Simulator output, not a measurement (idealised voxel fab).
This is a process module. Its name is voxel tone inversion.
cross-section cut | 270 nm wide | cells 5 nm
Bands, listed from the top down, are how a cross-section gets written in this document; the cross-section itself is a grid of square cells, and a band is one or more rows of them.
Band: top and bottom heights (nm) first, top before bottom; then materials from left to right, widths in nm. "everywhere" marks a sole material filling the band edge to edge. "blank" denotes empty space.
Height is counted from the level 0, under which the received wafer is composed throughout of one material. The lowest of the bands is not closed at the bottom but continues downward, in the notation "0 down".
Note: "30..40" means the width goes from the first number (top row of the band) to the second number (bottom row) in equal steps per row of cells.
"no change occurred" -> step changed no cross-section cell.
Empty spaces counting at least 8 cells and having no open way to the top are listed in "Sealed-off cavities". The notation width x height at distance is used for each, the distance being from the left edge and all three values in nm.
That trailing text on a step's line, after the settings, is the simulator's own remark on the step.
What "overlay nm" on a step's line means: if the step has a mask, that mask lay this far to the right of its planned place, or, when the value is negative, to the left.

## The steps planned for the process are as follows
1. RECEIVE: material Si
2. CONFORMAL_DEP: material SiCN, thk nm 5
3. DIRECTIONAL_DEP: material polySi, thk nm 15
4. PATTERN: tone cover, mask id POSTS, material resist, width nm 25, pitch nm 45, thk nm 25, overlay nm 0
5. DIRECTIONAL_ETCH: etch materials polySi, depth nm 15
6. STRIP: etch materials resist
7. FILL_DEP: material lowk, thk nm 5
8. CMP: height nm 20
9. STRIP: etch materials polySi

## Cross-section of the wafer as it came to us, i.e., already through step 1
    0 down | Si everywhere
    Sealed-off cavities: none

## Look at the cross-section after the module: the wafer started out the way shown above and the plan was the one shown above, yet one mistake was made along the way
    20 to 15 | lowk 75 | blank 25 | lowk 20 | blank 25 | lowk 20 | blank 25 | lowk 80
    15 to 0 | SiCN everywhere
    0 down | Si everywhere
    Sealed-off cavities: none
Processing error: step 2 did not happen as planned, as run it was CONFORMAL_DEP: material SiCN, thk nm 15
